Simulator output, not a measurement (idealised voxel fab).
The following process module bears the name voxel ribs on slabs.
This is section cut - it's 290 nm across, gridded in 5 nm square cells.
When this document writes out a cross-section, it uses a grid of square cells and lists it as bands, beginning at the top and moving down, with a band standing for one or more rows of cells.
Heads up on the band format: heights come first, top then bottom, in nm. After that it's the materials left to right, each with its width in nm. A single material flagged "full width" fills the whole band edge to edge, and "air" means there's empty space there.
A quick word on heights: they are counted from 0, and under that level the wafer as it came to us is one material throughout. The lowest band is different from the rest in having no bottom; it simply continues downward, written as in "from 0 down".
Note: "30->40" means the width goes from the first number (top row of the band) to the second number (bottom row) in equal steps per row of cells.
Given "remained the same" for a step, no cell of the cross-section differs between before and after that step.
"Fully sealed cavities" enumerates empty spaces isolated from the top, with no open way to it, that contain at least 8 cells, giving each as width x height at distance from the left edge, all three in nm.
It should be noted that, on the line of a given step, the content following the step's settings is a remark produced by the simulator itself with respect to that step.
overlay nm: for a step with a mask, the amount by which the mask lay right of where it was planned; a negative amount means left of it.

# Planned process steps
- 1: RECEIVE | material Si
- 2: DIRECTIONAL_DEP | material SiO2 | thk nm 25
- 3: DIRECTIONAL_DEP | material SiN | thk nm 20
- 4: PATTERN | tone cover | mask id RIB | material resist | width nm 30 | thk nm 15 | overlay nm 0
- 5: DIRECTIONAL_ETCH | etch materials SiN | depth nm 10
- 6: STRIP | etch materials resist
- 7: DIRECTIONAL_DEP | material aC | thk nm 15
- 8: PATTERN | tone cover | mask id SLAB | material resist | width nm 60 | thk nm 30 | overlay nm 0
- 9: DIRECTIONAL_ETCH | etch materials aC | depth nm 15
- 10: STRIP | etch materials resist
- 11: DIRECTIONAL_ETCH | etch materials SiN | depth nm 10
- 12: STRIP | etch materials aC
- 13: FILL_DEP | material SiO2 | thk nm 25
- 14: CMP | height nm 65
- 15: DIRECTIONAL_DEP | material TiN | thk nm 5
- 16: PATTERN | tone cover | mask id HEATER | material resist | width nm 40 | thk nm 15 | overlay nm 0
- 17: DIRECTIONAL_ETCH | etch materials TiN | depth nm 5
- 18: STRIP | etch materials resist
- 19: CONFORMAL_DEP | material SiO2 | thk nm 5

# The first wafer of two, processed as planned

# As received (post step 1): cross-section
from 0 down | Si full width
Fully sealed cavities: none

# State of the wafer after step 2, shown in cross-section
from 25 to 0 | SiO2 full width
Rest of section, below 0: as before.

# State of the wafer after step 3, shown in cross-section
from 45 to 25 | SiN full width
Rest of section, below 25: as before.

# State of the wafer after step 4, shown in cross-section
from 60 to 45 | air=130, then resist=30, then air=130
Rest of section, below 45: as before.

# State of the wafer after step 5, shown in cross-section
from 60 to 45 | air=130, then resist=30, then air=130
from 45 to 35 | air=130, then SiN=30, then air=130
Rest of section, below 35: as before.

# State of the wafer after step 6, shown in cross-section
from 45 to 35 | air=130, then SiN=30, then air=130
Rest of section, below 35: as before.

# State of the wafer after step 7, shown in cross-section
from 60 to 50 | air=130, then aC=30, then air=130
from 50 to 45 | aC full width
from 45 to 35 | aC=130, then SiN=30, then aC=130
Rest of section, below 35: as before.

# State of the wafer after step 8, shown in cross-section
from 90 to 60 | air=115, then resist=60, then air=115
from 60 to 50 | air=115, then resist=15, then aC=30, then resist=15, then air=115
Rest of section, below 50: as before.

# State of the wafer after step 9, shown in cross-section
from 75 to 60 | air=115, then resist=60, then air=115
from 60 to 50 | air=115, then resist=15, then aC=30, then resist=15, then air=115
from 50 to 45 | air=115, then aC=60, then air=115
from 45 to 35 | air=115, then aC=15, then SiN=30, then aC=15, then air=115
Rest of section, below 35: as before.

# State of the wafer after step 10, shown in cross-section
from 60 to 50 | air=130, then aC=30, then air=130
Rest of section, below 50: as before.

# State of the wafer after step 11, shown in cross-section
from 60 to 50 | air=130, then aC=30, then air=130
from 50 to 45 | air=115, then aC=60, then air=115
from 45 to 35 | air=115, then aC=15, then SiN=30, then aC=15, then air=115
from 35 to 25 | air=115, then SiN=60, then air=115
Rest of section, below 25: as before.

# State of the wafer after step 12, shown in cross-section
from 45 to 35 | air=130, then SiN=30, then air=130
Rest of section, below 35: as before.

# State of the wafer after step 13, shown in cross-section
from 70 to 45 | SiO2 full width
from 45 to 35 | SiO2=130, then SiN=30, then SiO2=130
from 35 to 25 | SiO2=115, then SiN=60, then SiO2=115
Rest of section, below 25: as before.

# State of the wafer after step 14, shown in cross-section
from 65 to 45 | SiO2 full width
Rest of section, below 45: as before.

# State of the wafer after step 15, shown in cross-section
from 70 to 65 | TiN full width
Rest of section, below 65: as before.

# State of the wafer after step 16, shown in cross-section
from 85 to 70 | air=125, then resist=40, then air=125
Rest of section, below 70: as before.

# State of the wafer after step 17, shown in cross-section
from 85 to 70 | air=125, then resist=40, then air=125
from 70 to 65 | air=125, then TiN=40, then air=125
Rest of section, below 65: as before.

# State of the wafer after step 18, shown in cross-section
from 70 to 65 | air=125, then TiN=40, then air=125
Rest of section, below 65: as before.

# State of the wafer after step 19, shown in cross-section
from 75 to 70 | air=120, then SiO2=50, then air=120
from 70 to 65 | SiO2=125, then TiN=40, then SiO2=125
Rest of section, below 65: as before.

# Wafer two. Identical start, identical plan. One mistake in execution. Identical history through step 15

# Second wafer shown in cross-section at the time step 16 was slated to end
from 85 to 70 | resist=125, then air=40, then resist=125
Rest of section, below 70: as before.

# Second wafer shown in cross-section at the time step 17 was slated to end
from 85 to 70 | resist=125, then air=40, then resist=125
from 70 to 65 | TiN=125, then air=40, then TiN=125
Rest of section, below 65: as before.

# Second wafer shown in cross-section at the time step 18 was slated to end
from 70 to 65 | TiN=125, then air=40, then TiN=125
Rest of section, below 65: as before.

# Second wafer shown in cross-section at the time step 19 was slated to end
from 75 to 70 | SiO2=130, then air=30, then SiO2=130
from 70 to 65 | TiN=125, then SiO2=40, then TiN=125
Rest of section, below 65: as before.
Deviation noted in wafer processing: step 16 ran with different settings than intended, the actual operation and settings being PATTERN | tone open | mask id HEATER | material resist | width nm 40 | thk nm 15 | overlay nm 0
The closing comparison, in cells, has the second wafer with more or fewer of some materials than the first: TiN +42
